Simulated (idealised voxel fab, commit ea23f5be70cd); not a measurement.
process module | voxel tone inversion
cross-section cut | 200 nm wide | cells 5 nm
A cross-section is a grid of square cells, given in bands from the top down. A band is one or more rows of cells.
Each band's line starts with the height of the band's top and of its bottom, in nm. Then come its materials from left to right, each with its width in nm. One material with "throughout" fills the band from edge to edge. "air" is empty space.
Height 0 is the level under which the wafer as received is all one material. The lowest band goes on downwards, as in "0 down".
A width such as "30 to 40" changes by the same amount from each row of cells to the next, from the band's top row to its bottom row.
"no change" after a step means that no cell of the cross-section changed.
closed voids: empty space of 8 cells or more with no open way to the top, each as width x height at its distance from the left edge, in nm
after a step's settings: what the simulator itself notes on the step
overlay nm, on a step with a mask: how far to the right of its planned place the mask lay; to the left if negative
plan
1 op RECEIVE | material Si
2 op CONFORMAL_DEP | material SiN | thk nm 10
3 op DIRECTIONAL_DEP | material aC | thk nm 15
4 op PATTERN | tone cover | mask id POSTS | material resist | width nm 15 | pitch nm 35 | thk nm 20 | overlay nm 0
5 op DIRECTIONAL_ETCH | etch materials aC | depth nm 15
6 op STRIP | etch materials resist
7 op FILL_DEP | material SiO2 | thk nm 10
8 op CMP | height nm 25
9 op STRIP | etch materials aC
as received, after step 1
  0 down: Si throughout
  closed voids: none
first wafer at the end, as planned
  25 to 10: SiO2 55 | air 15 | SiO2 20 | air 15 | SiO2 20 | air 15 | SiO2 60
  10 to 0: SiN throughout
  0 down: Si throughout
  closed voids: none
second wafer at the end: like start, like plan, one mistake
  25 to 10: SiO2 60 | air 15 | SiO2 20 | air 15 | SiO2 20 | air 15 | SiO2 55
  10 to 0: SiN throughout
  0 down: Si throughout
  closed voids: none
what went wrong: step 4 ran as: op PATTERN | tone cover | mask id POSTS | material resist | width nm 15 | pitch nm 35 | thk nm 20 | overlay nm 5
at the end the second wafer has, in cells: as many of each material as the first, in other places
